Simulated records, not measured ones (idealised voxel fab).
voxel lift off: a process module
Cross-section cut spans 295 nm and uses square cells 5 nm in size.
Cross-sections here: square-cell grids, written as top-down lists of bands, a band being one or more rows of cells.
First you get the band's top height and its bottom height, in nm, and then the materials it's made of, left to right, with each width in nm. If you see a single material with "full width", that one covers the band edge to edge. "empty" is empty space.
Beneath 0, the wafer as received is one material, and that level is where height counting begins. The lowest band goes on downward without a bottom; it is written like "0 and below".
A width given as "30..40" starts at the first number in the band's top row and ends at the second number in its bottom row, shifting by an equal amount at every step from row to row.
Any step labelled "everything unchanged" changed none of the cells in the cross-section.
Listed in "Voids, fully enclosed": every empty space of 8 or more cells without an open way to the top. Form: width x height at distance, the distance being from the left edge, all in nm.
On a step's line, text after the settings is the simulator commenting on that step.
"overlay nm" answers the question of how far to the right of plan the mask lay on a step that has a mask, and when it is negative the answer is to the left.

[The process steps that were planned are listed below]
1: RECEIVE,material Si
2: CONFORMAL_DEP,material Al2O3,thk nm 15
3: PATTERN,tone open,mask id LINES,material resist,width nm 30,pitch nm 55,thk nm 15,overlay nm 0
4: DIRECTIONAL_DEP,material Ru,thk nm 5
5: STRIP,etch materials resist
6: CONFORMAL_DEP,material SiO2,thk nm 10

[Cross-section, incoming material, after step 1]
	0 and below  Si full width
	Voids, fully enclosed: none

[The following cross-section depicts the wafer upon conclusion of the module. Processing commenced from the starting condition illustrated above and adhered to the plan illustrated above, save for one mistake in execution]
	15 down to 10  empty 65 nm | SiO2 50 nm | empty 5 nm | SiO2 50 nm | empty 5 nm | SiO2 50 nm | empty 70 nm
	10 down to 5  SiO2 full width
	5 down to 0  SiO2 75 nm | Ru 30 nm | SiO2 25 nm | Ru 30 nm | SiO2 25 nm | Ru 30 nm | SiO2 80 nm
	0 and below  Si full width
	Voids, fully enclosed: none
Against the plan, the run slipped here: plan step 2 never ran because it was skipped
